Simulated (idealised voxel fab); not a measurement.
You're looking at the process module voxel transistor to metal.
Square cells of 5 nm make up the cross-section cut, whose width is 165 nm.
Think of the cross-section as a grid of square cells. We describe it in bands, top to bottom, and each band covers one or more rows of those cells. Within each band entry, the heights of the top and of the bottom of the band appear first, in that order and in nm; the materials of the band then follow from left to right, each with its corresponding width in nm. The designation "everywhere" on a single material indicates that it fills the band from edge to edge; the designation "blank" indicates empty space. Note: height 0 marks the level under which the wafer is uniformly one material as received. Lowest band unbounded below, written "0 -> down". Per-row width for "30 to 40": begins at first number (top row of band), ends at second number (bottom row), increment between rows held constant. For the purposes of this document, the phrase "no modifications" attached to a step denotes that no cell within the cross-section was modified by that step. "Enclosed void catalog": empty spaces of 8 cells or more with no open way to the top, each given as width x height at distance, distance from the left edge, all in nm. after a step's settings: what the simulator itself notes on the step. "overlay nm" answers the question of how far to the right of plan the mask lay on a step that has a mask, and when it is negative the answer is to the left.

# List of planned process steps
1) op RECEIVE | material Si
2) op OXIDIZE | depth nm 5
3) op CONFORMAL_DEP | material SiN | thk nm 10
4) op MASKED_ETCH | tone cover | mask id ACTIVE | width nm 105 | etch materials SiN | depth nm 10 | overlay nm 0
5) op MASKED_ETCH | tone cover | mask id ACTIVE | width nm 105 | etch materials SiO2 | depth nm 5 | overlay nm 0
6) op MASKED_ETCH | tone cover | mask id ACTIVE | width nm 105 | etch materials Si | depth nm 35 | overlay nm 0
7) op FILL_DEP | material SiO2 | thk nm 10
8) op CMP | height nm 10
9) op SELECTIVE_ETCH | etch materials SiO2 | depth nm 5
10) op STRIP | etch materials SiN
11) op SELECTIVE_ETCH | etch materials SiO2 | depth nm 5
12) op OXIDIZE | depth nm 5
13) op DIRECTIONAL_DEP | material polySi | thk nm 20
14) op DIRECTIONAL_DEP | material SiCN | thk nm 10
15) op PATTERN | tone cover | mask id GATE | material resist | width nm 25 | thk nm 20 | overlay nm 0
16) op DIRECTIONAL_ETCH | etch materials SiCN | depth nm 20
17) op DIRECTIONAL_ETCH | etch materials polySi | depth nm 30
18) op STRIP | etch materials resist
19) op CONFORMAL_DEP | material SiN | thk nm 10
20) op DIRECTIONAL_ETCH | etch materials SiN | depth nm 10
21) op DIRECTIONAL_ETCH | etch materials SiO2 | depth nm 5
22) op DIRECTIONAL_ETCH | etch materials Si | depth nm 5
23) op EPI | material nSi | thk nm 10
24) op FILL_DEP | material SiO2 | thk nm 5
25) op CMP | height nm 25
26) op DIRECTIONAL_DEP | material SiO2 | thk nm 15
27) op MASKED_ETCH | tone open | mask id CONTACT | width nm 30 | pitch nm 65 | etch materials SiO2 | depth nm 45 | overlay nm 0
28) op CONFORMAL_DEP | material TiN | thk nm 5
29) op FILL_DEP | material Ru | thk nm 5
30) op CMP | height nm 40
31) op DIRECTIONAL_DEP | material TiN | thk nm 5
32) op DIRECTIONAL_DEP | material W | thk nm 15
33) op DIRECTIONAL_DEP | material aC | thk nm 15
34) op PATTERN | tone cover | mask id METAL_1 | material resist | width nm 20 | pitch nm 75 | thk nm 30 | overlay nm 0
35) op DIRECTIONAL_ETCH | etch materials aC | depth nm 15
36) op STRIP | etch materials resist
37) op DIRECTIONAL_ETCH | etch materials W | depth nm 15
38) op DIRECTIONAL_ETCH | etch materials TiN | depth nm 5
39) op STRIP | etch materials aC
40) op FILL_DEP | material lowk | thk nm 5
41) op CMP | height nm 60
42) op CONFORMAL_DEP | material SiCN | thk nm 5
43) op DIRECTIONAL_DEP | material SiO2 | thk nm 30
44) op MASKED_ETCH | tone open | mask id METAL_2 | width nm 20 | pitch nm 75 | etch materials SiO2 | depth nm 15 | overlay nm 0
45) op MASKED_ETCH | tone open | mask id METAL_2_HOLES | width nm 15 | pitch nm 75 | etch materials SiO2 | depth nm 15 | overlay nm 0
46) op MASKED_ETCH | tone open | mask id METAL_2_HOLES | width nm 15 | pitch nm 75 | etch materials SiCN | depth nm 5 | overlay nm 0
47) op CONFORMAL_DEP | material TiN | thk nm 5
48) op FILL_DEP | material Cu | thk nm 5
49) op CMP | height nm 95
50) op CONFORMAL_DEP | material SiN | thk nm 5

# As received (post step 1): cross-section
> 0 -> down | Si everywhere
> Enclosed void catalog: none

# Starting structure and process plan are as shown above, but one mistake was made in running the module; the wafer cross-section at the end of the module follows
> 100 -> 95 | SiN everywhere
> 95 -> 85 | 35 of SiO2; 5 of TiN; 10 of Cu; 5 of TiN; 55 of SiO2; 5 of TiN; 10 of Cu; 5 of TiN; 35 of SiO2
> 85 -> 80 | 35 of SiO2; 5 of TiN; 5 of Cu; 10 of TiN; 55 of SiO2; 5 of TiN; 5 of Cu; 10 of TiN; 35 of SiO2
> 80 -> 65 | 35 of SiO2; 5 of TiN; 5 of Cu; 5 of TiN; 60 of SiO2; 5 of TiN; 5 of Cu; 5 of TiN; 40 of SiO2
> 65 -> 60 | 35 of SiCN; 15 of TiN; 60 of SiCN; 15 of TiN; 40 of SiCN
> 60 -> 45 | 35 of lowk; 20 of W; 55 of lowk; 20 of W; 35 of lowk
> 45 -> 40 | 35 of lowk; 20 of TiN; 55 of lowk; 20 of TiN; 35 of lowk
> 40 -> 30 | 35 of SiO2; 5 of TiN; 20 of Ru; 5 of TiN; 35 of SiO2; 5 of TiN; 20 of Ru; 5 of TiN; 35 of SiO2
> 30 -> 25 | 35 of SiO2; 5 of TiN; 15 of Ru; 10 of TiN; 35 of SiO2; 15 of TiN; 10 of Ru; 5 of TiN; 35 of SiO2
> 25 -> 15 | 35 of SiO2; 5 of TiN; 15 of Ru; 5 of TiN; 10 of SiN; 30 of SiCN; 10 of SiN; 5 of TiN; 10 of Ru; 5 of TiN; 35 of SiO2
> 15 -> 5 | 35 of SiO2; 5 of TiN; 15 of Ru; 5 of TiN; 10 of SiN; 30 of polySi; 10 of SiN; 5 of TiN; 10 of Ru; 5 of TiN; 35 of SiO2
> 5 -> 0 | 35 of SiO2; 25 of TiN; 10 of SiN; 30 of polySi; 10 of SiN; 20 of TiN; 35 of SiO2
> 0 -> -5 | 25 of SiO2; 10 of SiN; 10 of nSi; 5 of TiN; 10 of nSi; 10 of SiN; 30 of polySi; 10 of SiN; 20 of nSi; 10 of SiN; 25 of SiO2
> -5 -> -10 | 35 of SiO2; 25 of nSi; 50 of SiO2; 20 of nSi; 35 of SiO2
> -10 -> -15 | 30 of SiO2; 5 of Si; 25 of nSi; 50 of Si; 20 of nSi; 5 of Si; 30 of SiO2
> -15 -> -40 | 30 of SiO2; 105 of Si; 30 of SiO2
> -40 -> down | Si everywhere
> Enclosed void catalog: none
What was done differently from what was planned? heads up, step 15 didn't go per plan, it actually ran as op PATTERN | tone cover | mask id GATE | material resist | width nm 30 | thk nm 20 | overlay nm 0
